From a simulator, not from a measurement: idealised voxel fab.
The process module presented herein is designated voxel capacitor over wiring.
Cross-sectional view cut (width: 220 nm; square cell size: 5 nm).
Just so we're on the same page, the cross-sections are grids of square cells, and they're listed out in bands top to bottom, each band one or more rows deep. Basically the band line says how high the top is and how high the bottom is, in nm, and then what's in it from left to right, every material with its width in nm. Empty space shows up as "blank", and if a single material carries "full width" it runs the full band edge to edge. Below 0: as-received wafer, all one material; heights counted from there. Lowest band: no bottom, goes on down, written "top 0, no bottom". With a width like "30 to 40", each row of cells in the band differs from the next by the same amount, the top row carrying the first number and the bottom row the second. "changes: none" for a step: no cell of the cross-section changed in that step. "Completely sealed voids": empty spaces of 8 cells or more with no open way to the top, each given as width x height at distance, distance from the left edge, all in nm. Post-settings text on a step line: simulator's own remark regarding the step. Each step line may optionally specify "overlay nm", which for a step with a mask gives the rightward distance between the mask's planned place and where it lay, a negative value indicating the leftward direction.
-- Process steps - plan
1. RECEIVE with material Si
2. CONFORMAL_DEP with material SiO2, thk nm 10
3. CONFORMAL_DEP with material SiCN, thk nm 5
4. DIRECTIONAL_DEP with material lowk, thk nm 20
5. DIRECTIONAL_DEP with material aC, thk nm 15
6. PATTERN with tone open, mask id METAL_1, material resist, width nm 30, pitch nm 90, thk nm 30, overlay nm 0
7. DIRECTIONAL_ETCH with etch materials aC, depth nm 15
8. STRIP with etch materials resist
9. DIRECTIONAL_ETCH with etch materials lowk, depth nm 20
10. DIRECTIONAL_ETCH with etch materials SiCN, depth nm 5
11. STRIP with etch materials aC
12. CONFORMAL_DEP with material TiN, thk nm 5
13. FILL_DEP with material Cu, thk nm 10
14. CMP with height nm 35
15. CONFORMAL_DEP with material SiCN, thk nm 5
16. DIRECTIONAL_DEP with material lowk, thk nm 10
17. PATTERN with tone open, mask id PLUG_1, material resist, width nm 15, thk nm 15, overlay nm 0
18. DIRECTIONAL_ETCH with etch materials lowk, depth nm 10
19. DIRECTIONAL_ETCH with etch materials SiCN, depth nm 5
20. STRIP with etch materials resist
21. CONFORMAL_DEP with material TiN, thk nm 5
22. FILL_DEP with material Ru, thk nm 5
23. CMP with height nm 50
24. DIRECTIONAL_DEP with material TiN, thk nm 10
25. DIRECTIONAL_DEP with material SiN, thk nm 5
26. DIRECTIONAL_DEP with material TiN, thk nm 10
27. DIRECTIONAL_DEP with material aC, thk nm 15
28. PATTERN with tone cover, mask id UPPER_PLATE, material resist, width nm 65, thk nm 35, overlay nm 0
29. DIRECTIONAL_ETCH with etch materials aC, depth nm 15
30. STRIP with etch materials resist
31. DIRECTIONAL_ETCH with etch materials TiN, depth nm 10
32. DIRECTIONAL_ETCH with etch materials SiN, depth nm 5
33. STRIP with etch materials aC
34. PATTERN with tone cover, mask id LOWER_PLATE, material resist, width nm 75, thk nm 20, overlay nm 0
35. DIRECTIONAL_ETCH with etch materials TiN, depth nm 10
36. STRIP with etch materials resist
37. FILL_DEP with material SiO2, thk nm 15
38. CMP with height nm 85
39. DIRECTIONAL_DEP with material aC, thk nm 15
40. PATTERN with tone open, mask id PLUG_2, material resist, width nm 15, thk nm 30, overlay nm 0
41. DIRECTIONAL_ETCH with etch materials aC, depth nm 15
42. STRIP with etch materials resist
43. DIRECTIONAL_ETCH with etch materials SiO2, depth nm 10
44. STRIP with etch materials aC
45. CONFORMAL_DEP with material TiN, thk nm 5
46. FILL_DEP with material Ru, thk nm 10
47. CMP with height nm 85
48. CONFORMAL_DEP with material SiN, thk nm 5
-- Incoming wafer in cross-section (state: after step 1)
    top 0, no bottom  Si full width
    Completely sealed voids: none
-- Cross-sectional result after module completion. Note: starting condition and plan are unchanged from above; one processing mistake was made
    top 90, bottom 85  SiN full width
    top 85, bottom 80  75 SiO2, 5 TiN, 5 Ru, 5 TiN, 130 SiO2
    top 80, bottom 75  75 SiO2, 15 TiN, 130 SiO2
    top 75, bottom 65  65 SiO2, 60 TiN, 95 SiO2
    top 65, bottom 60  65 SiO2, 65 SiN, 90 SiO2
    top 60, bottom 50  50 SiO2, 80 TiN, 90 SiO2
    top 50, bottom 40  65 lowk, 5 TiN, 5 Ru, 5 TiN, 140 lowk
    top 40, bottom 35  65 SiCN, 15 TiN, 140 SiCN
    top 35, bottom 15  50 lowk, 5 TiN, 20 Cu, 5 TiN, 60 lowk, 5 TiN, 20 Cu, 5 TiN, 50 lowk
    top 15, bottom 10  50 SiCN, 30 TiN, 60 SiCN, 30 TiN, 50 SiCN
    top 10, bottom 0  SiO2 full width
    top 0, no bottom  Si full width
    Completely sealed voids: none
Nonconformance to the process plan: step 34 ran as: PATTERN with tone cover, mask id LOWER_PLATE, material resist, width nm 75, thk nm 20, overlay nm -10
